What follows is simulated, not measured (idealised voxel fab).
Process module under the name voxel fin reveal
Cross-section cut: width 210 nm, square cells of 5 nm.
Notation: cross-section as square-cell grid; stated in bands, top first, going down; one or more cell rows per band. Each band's line starts with the height of the band's top and of its bottom, in nm. Then come its materials from left to right, each with its width in nm. One material with "throughout" fills the band from edge to edge. "air" is empty space. Beneath 0, the wafer as received is one material, and that level is where height counting begins. The lowest band goes on downward without a bottom; it is written like "z 0 and below". Read "30 to 40" as a graded width: first number on top, second number at the bottom, same change between each pair of neighbouring rows. Step note "no alterations made" = no cross-section cell changed. Empty spaces counting at least 8 cells and having no open way to the top are listed in "Voids, fully enclosed". The notation width x height at distance is used for each, the distance being from the left edge and all three values in nm. Read whatever lies past the settings on a step's line as the simulator's own remark about the step. A step's line can hold "overlay nm"; with a mask on that step, the setting says how far right of the planned place the mask lay, while a negative setting says it lay to the left.

The following list gives the planned process steps
1. RECEIVE,material Si
2. CONFORMAL_DEP,material SiN,thk nm 5
3. PATTERN,tone cover,mask id FINS,material resist,width nm 15,pitch nm 40,thk nm 20,overlay nm 0
4. DIRECTIONAL_ETCH,etch materials SiN,depth nm 5
5. DIRECTIONAL_ETCH,etch materials Si,depth nm 35
6. STRIP,etch materials resist
7. FILL_DEP,material SiO2,thk nm 5
8. CMP,height nm 5
9. SELECTIVE_ETCH,etch materials SiO2,depth nm 30
10. STRIP,etch materials SiN
11. CONFORMAL_DEP,material HfO2,thk nm 5

Delivered wafer in cross-section: state after step 1
	z 0 and below | Si throughout
	Voids, fully enclosed: none

End state of the module in cross-section, given the above starting point and plan and one mistake in execution
	z 5 to 0 | air (30), then SiO2 (25), then air (15), then SiO2 (25), then air (15), then SiO2 (25), then air (15), then SiO2 (25), then air (35)
	z 0 to -20 | air (30), then SiO2 (5), then Si (15), then SiO2 (5), then air (15), then SiO2 (5), then Si (15), then SiO2 (5), then air (15), then SiO2 (5), then Si (15), then SiO2 (5), then air (15), then SiO2 (5), then Si (15), then SiO2 (5), then air (35)
	z -20 to -35 | SiO2 (35), then Si (15), then SiO2 (25), then Si (15), then SiO2 (25), then Si (15), then SiO2 (25), then Si (15), then SiO2 (40)
	z -35 and below | Si throughout
	Voids, fully enclosed: none
Short version of what went wrong: step 11 ran with different settings than intended, the actual operation and settings being CONFORMAL_DEP,material SiO2,thk nm 5
